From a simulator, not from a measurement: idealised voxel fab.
The name of this process module is voxel self aligned contacts.
Section cut is 275 nm wide and gridded with 5 nm square cells.
The cross-sections in this document take the form of a grid made of square cells. They are written out as bands, in order from top to bottom. Each band consists of one or more rows of cells.
Heads up on the band format: heights come first, top then bottom, in nm. After that it's the materials left to right, each with its width in nm. A single material flagged "full width" fills the whole band edge to edge, and "air" means there's empty space there.
Heights are expressed relative to 0, this being the level below which the as-received wafer comprises one material exclusively. The lowest band is unbounded in the downward direction and is denoted as in "0 -> down".
You'd read "30->40" like this: the band's top row of cells is as wide as the first number, its bottom row is as wide as the second, and going down, every row changes width by the same amount as the row before did.
Given "no modifications" for a step, no cell of the cross-section differs between before and after that step.
Basically, "Tabulated closed voids" tells you about the enclosed voids: empty spaces with no open way to the top, 8 cells or bigger, each written width x height at distance, where distance is from the left edge, all in nm.
That trailing text on a step's line, after the settings, is the simulator's own remark on the step.
"overlay nm", when on a step's line for a step with a mask, measures how far to the right of its planned place the mask lay; a negative measure means to the left.
Planned process steps
1) RECEIVE: material Si
2) OXIDIZE: depth nm 5
3) DIRECTIONAL_DEP: material polySi, thk nm 25
4) DIRECTIONAL_DEP: material SiN, thk nm 15
5) DIRECTIONAL_DEP: material aC, thk nm 10
6) PATTERN: tone cover, mask id GATE, material resist, width nm 35, pitch nm 65, thk nm 25, overlay nm 0
7) DIRECTIONAL_ETCH: etch materials aC, depth nm 10
8) STRIP: etch materials resist
9) DIRECTIONAL_ETCH: etch materials SiN, depth nm 15
10) DIRECTIONAL_ETCH: etch materials polySi, depth nm 25
11) STRIP: etch materials aC
12) CONFORMAL_DEP: material SiN, thk nm 5
13) DIRECTIONAL_ETCH: etch materials SiN, depth nm 5
14) FILL_DEP: material SiO2, thk nm 20
15) CMP: height nm 50
16) DIRECTIONAL_DEP: material aC, thk nm 15
17) PATTERN: tone open, mask id CONTACT, material resist, width nm 50, thk nm 35, overlay nm 0
18) DIRECTIONAL_ETCH: etch materials aC, depth nm 15
19) STRIP: etch materials resist
20) DIRECTIONAL_ETCH: etch materials SiO2, depth nm 55
21) STRIP: etch materials aC
22) CONFORMAL_DEP: material TiN, thk nm 5
23) FILL_DEP: material Ru, thk nm 5
24) CMP: height nm 50
25) CONFORMAL_DEP: material SiN, thk nm 5
Incoming wafer, cross-sectional view, post step 1
- 0 -> down: Si full width
- Tabulated closed voids: none
first wafer at the end, as planned
- 55 -> 50: SiN full width
- 50 -> 40: SiO2 110; TiN 5->20; Ru 40->10; TiN 5->20; SiO2 115
- 40 -> 25: SiO2 80; SiN 45; TiN 5; Ru 10; TiN 5; SiN 45; SiO2 85
- 25 -> 0: SiO2 80; SiN 5; polySi 35; SiN 5; TiN 5; Ru 10; TiN 5; SiN 5; polySi 35; SiN 5; SiO2 85
- 0 -> -5: SiO2 125; TiN 20; SiO2 130
- -5 -> down: Si full width
- Tabulated closed voids: none
Same start, same plan as the first wafer - but one mistake in the run. Cross-section of the second of the two at the end of the module
- 55 -> 50: SiN full width
- 50 -> 40: SiO2 110; TiN 5->30; Ru 40->10; TiN 5->10; SiO2 115
- 40 -> 25: SiO2 90; SiN 45; TiN 5; Ru 10; TiN 5; SiN 45; SiO2 75
- 25 -> 0: SiO2 90; SiN 5; polySi 35; SiN 5; TiN 5; Ru 10; TiN 5; SiN 5; polySi 35; SiN 5; SiO2 75
- 0 -> -5: SiO2 135; TiN 20; SiO2 120
- -5 -> down: Si full width
- Tabulated closed voids: none
what went wrong: step 6 was processed under conditions differing from the plan, specifically as PATTERN: tone cover, mask id GATE, material resist, width nm 35, pitch nm 65, thk nm 25, overlay nm 10
At the end, the second wafer has the same number of cells of each material as the first, but those cells sit in other places.
